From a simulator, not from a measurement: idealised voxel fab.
The document below concerns the process module designated voxel ribs on slabs.
Section shown: cut. Width: 185 nm. Cell size: 5 nm, square.
Notation: cross-section as square-cell grid; stated in bands, top first, going down; one or more cell rows per band. What a band's entry tells you: where the top is and where the bottom is, as heights in nm, and after that what lies inside, material by material from left to right, each with its width in nm. Empty space is written as the word "blank", and a single material marked with the word "throughout" occupies the band from edge to edge. Height 0 is the level under which the wafer as received is all one material. The lowest band goes on downwards, as in "0 and below". The expression "30 to 40" gives the width at the extremes of the band, the first number at its top row of cells and the second at its bottom row, with the width changing by equal amounts from each row to the next in between. "all unchanged" (step): cross-section cells unchanged, all of them. This entry, "Closed voids list", enumerates those empty regions of no fewer than 8 cells that possess no open connection to the top. Each region is reported in the form width x height at distance, the distance being taken from the left edge, with all three quantities expressed in nm. Heads up: the bit after the settings on a step's line is the simulator's remark on that step. The line of a step may include "overlay nm". On a step with a mask, this value is how far to the right of its planned place the mask lay. A negative value means the mask lay to the left.

Process steps (planned)
| 1 | RECEIVE (material Si) |
| 2 | DIRECTIONAL_DEP (material SiO2; thk nm 25) |
| 3 | DIRECTIONAL_DEP (material polySi; thk nm 15) |
| 4 | PATTERN (tone cover; mask id RIB; material resist; width nm 25; thk nm 15; overlay nm 0) |
| 5 | DIRECTIONAL_ETCH (etch materials polySi; depth nm 10) |
| 6 | STRIP (etch materials resist) |
| 7 | MASKED_ETCH (tone cover; mask id SLAB; width nm 65; etch materials polySi; depth nm 5; overlay nm 0) |
| 8 | FILL_DEP (material SiO2; thk nm 20) |
| 9 | CMP (height nm 50) |
| 10 | DIRECTIONAL_DEP (material TiN; thk nm 10) |
| 11 | MASKED_ETCH (tone cover; mask id HEATER; width nm 35; etch materials TiN; depth nm 10; overlay nm 0) |
| 12 | CONFORMAL_DEP (material SiN; thk nm 5) |

Shown in cross-section is the wafer as received, that is, as it stands after step 1
- 0 and below | Si throughout
- Closed voids list: none

Wafer cross-section at end of module: start and plan as shown above, one execution error
- 65 down to 60 | 70 of blank, then 45 of SiN, then 70 of blank
- 60 down to 55 | 70 of blank, then 5 of SiN, then 35 of TiN, then 5 of SiN, then 70 of blank
- 55 down to 50 | 75 of SiN, then 35 of TiN, then 75 of SiN
- 50 down to 40 | SiO2 throughout
- 40 down to 30 | 80 of SiO2, then 25 of polySi, then 80 of SiO2
- 30 down to 25 | 60 of SiO2, then 70 of polySi, then 55 of SiO2
- 25 down to 0 | SiO2 throughout
- 0 and below | Si throughout
- Closed voids list: none
What was the processing mistake? step 7 deviated from plan and actually ran as MASKED_ETCH (tone cover; mask id SLAB; width nm 70; etch materials polySi; depth nm 5; overlay nm 0)
